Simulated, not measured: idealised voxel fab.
process module | voxel self aligned vias
cross-section cut | 195 nm wide | cells 5 nm
A cross-section is a grid of square cells, given in bands from the top down. A band is one or more rows of cells.
Each band's line starts with the height of the band's top and of its bottom, in nm. Then come its materials from left to right, each with its width in nm. One material with "throughout" fills the band from edge to edge. "air" is empty space.
Height 0 is the level under which the wafer as received is all one material. The lowest band goes on downwards, as in "0 down".
A width such as "30 to 40" changes by the same amount from each row of cells to the next, from the band's top row to its bottom row.
"no change" after a step means that no cell of the cross-section changed.
closed voids: empty space of 8 cells or more with no open way to the top, each as width x height at its distance from the left edge, in nm
after a step's settings: what the simulator itself notes on the step
overlay nm, on a step with a mask: how far to the right of its planned place the mask lay; to the left if negative
plan
1 op RECEIVE | material Si
2 op CONFORMAL_DEP | material SiO2 | thk nm 10
3 op CONFORMAL_DEP | material SiCN | thk nm 5
4 op DIRECTIONAL_DEP | material SiO2 | thk nm 30
5 op MASKED_ETCH | tone open | mask id LINES | width nm 15 | pitch nm 60 | etch materials SiO2 | depth nm 30 | overlay nm 0
6 op CONFORMAL_DEP | material TiN | thk nm 5
7 op FILL_DEP | material Ru | thk nm 10
8 op CMP | height nm 45
9 op SELECTIVE_ETCH | etch materials W Ru TiN | depth nm 5
10 op FILL_DEP | material SiN | thk nm 5
11 op CMP | height nm 45
12 op DIRECTIONAL_DEP | material SiO2 | thk nm 20
13 op DIRECTIONAL_DEP | material aC | thk nm 10
14 op PATTERN | tone open | mask id VIAS | material resist | width nm 40 | pitch nm 60 | thk nm 30 | overlay nm 0
15 op DIRECTIONAL_ETCH | etch materials aC | depth nm 10
16 op STRIP | etch materials resist
17 op DIRECTIONAL_ETCH | etch materials SiO2 | depth nm 20
18 op DIRECTIONAL_ETCH | etch materials SiN | depth nm 5
19 op STRIP | etch materials aC
20 op CONFORMAL_DEP | material TiN | thk nm 5
21 op FILL_DEP | material W | thk nm 10
22 op CMP | height nm 65
23 op CONFORMAL_DEP | material SiCN | thk nm 5
varied across the wafers: width nm of step 5. The plan shows the first wafer's value. All wafers start alike
first wafer as received, after step 1
  0 down: Si throughout
  closed voids: none
each wafer at the end: cells of each material gained (+) or lost (-) since it was received, then its closed voids
width nm 15 | +8 Ru | +78 SiCN | +368 SiO2 | +54 TiN | +38 W | closed voids: none
width nm 20 | +16 Ru | +78 SiCN | +356 SiO2 | +56 TiN | +40 W | closed voids: none
width nm 25 | +24 Ru | +78 SiCN | +344 SiO2 | +58 TiN | +42 W | closed voids: none
width nm 30 | +32 Ru | +78 SiCN | +332 SiO2 | +60 TiN | +44 W | closed voids: none
width nm 35 | +40 Ru | +78 SiCN | +320 SiO2 | +62 TiN | +46 W | closed voids: none
